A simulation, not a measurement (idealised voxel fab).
process module | voxel self aligned vias
cross-section cut | 245 nm wide | cells 5 nm
A cross-section is a grid of square cells, given in bands from the top down. A band is one or more rows of cells.
Each band's line starts with the height of the band's top and of its bottom, in nm. Then come its materials from left to right, each with its width in nm. One material with "throughout" fills the band from edge to edge. "air" is empty space.
Height 0 is the level under which the wafer as received is all one material. The lowest band goes on downwards, as in "0 down".
A width such as "30 to 40" changes by the same amount from each row of cells to the next, from the band's top row to its bottom row.
"no change" after a step means that no cell of the cross-section changed.
closed voids: empty space of 8 cells or more with no open way to the top, each as width x height at its distance from the left edge, in nm
after a step's settings: what the simulator itself notes on the step
overlay nm, on a step with a mask: how far to the right of its planned place the mask lay; to the left if negative
plan
1 op RECEIVE | material Si
2 op CONFORMAL_DEP | material SiO2 | thk nm 10
3 op CONFORMAL_DEP | material SiCN | thk nm 5
4 op DIRECTIONAL_DEP | material SiO2 | thk nm 20
5 op DIRECTIONAL_DEP | material aC | thk nm 10
6 op PATTERN | tone open | mask id LINES | material resist | width nm 30 | pitch nm 60 | thk nm 30 | overlay nm 0
7 op DIRECTIONAL_ETCH | etch materials aC | depth nm 10
8 op STRIP | etch materials resist
9 op DIRECTIONAL_ETCH | etch materials SiO2 | depth nm 20
10 op STRIP | etch materials aC
11 op CONFORMAL_DEP | material TiN | thk nm 5
12 op FILL_DEP | material W | thk nm 10
13 op CMP | height nm 35
14 op SELECTIVE_ETCH | etch materials W Ru TiN | depth nm 10
15 op FILL_DEP | material SiN | thk nm 10
16 op CMP | height nm 35
17 op DIRECTIONAL_DEP | material SiO2 | thk nm 15
18 op MASKED_ETCH | tone open | mask id VIAS | width nm 40 | etch materials SiO2 | depth nm 15 | overlay nm 0
19 op MASKED_ETCH | tone open | mask id VIAS | width nm 40 | etch materials SiN | depth nm 10 | overlay nm 0
20 op CONFORMAL_DEP | material TiN | thk nm 5
21 op FILL_DEP | material W | thk nm 5
22 op CMP | height nm 50
23 op CONFORMAL_DEP | material SiN | thk nm 5
as received, after step 1
  0 down: Si throughout
  closed voids: none
first wafer at the end, as planned
  55 to 50: SiN throughout
  50 to 40: SiO2 70 | TiN 5 | W 30 | TiN 5 | SiO2 135
  40 to 35: SiO2 70 | TiN 10 | W 20 | TiN 10 | SiO2 135
  35 to 30: SiO2 75 | TiN 5 | W 20 | TiN 5 | SiO2 30 | SiN 30 | SiO2 80
  30 to 25: SiO2 75 | TiN 30 | SiO2 30 | SiN 30 | SiO2 80
  25 to 20: SiO2 75 | TiN 5 | W 20 | TiN 5 | SiO2 30 | TiN 5 | W 20 | TiN 5 | SiO2 80
  20 to 15: SiO2 75 | TiN 30 | SiO2 30 | TiN 30 | SiO2 80
  15 to 10: SiCN throughout
  10 to 0: SiO2 throughout
  0 down: Si throughout
  closed voids: none
second wafer at the end: like start, like plan, one mistake
  55 to 50: SiN throughout
  50 to 40: SiO2 70 | TiN 5 | W 30 | TiN 5 | SiO2 135
  40 to 35: SiO2 70 | TiN 5 | W 15 | TiN 20 | SiO2 135
  35 to 30: SiO2 65 | SiN 5 | TiN 5 | W 15 | TiN 5 | SiO2 30 | SiN 30 | SiO2 90
  30 to 25: SiO2 65 | SiN 5 | TiN 25 | SiO2 30 | SiN 30 | SiO2 90
  25 to 20: SiO2 65 | TiN 5 | W 20 | TiN 5 | SiO2 30 | TiN 5 | W 20 | TiN 5 | SiO2 90
  20 to 15: SiO2 65 | TiN 30 | SiO2 30 | TiN 30 | SiO2 90
  15 to 10: SiCN throughout
  10 to 0: SiO2 throughout
  0 down: Si throughout
  closed voids: none
what went wrong: step 6 ran as: op PATTERN | tone open | mask id LINES | material resist | width nm 30 | pitch nm 60 | thk nm 30 | overlay nm -10
at the end the second wafer has, in cells: 2 more of SiN | 2 fewer of W
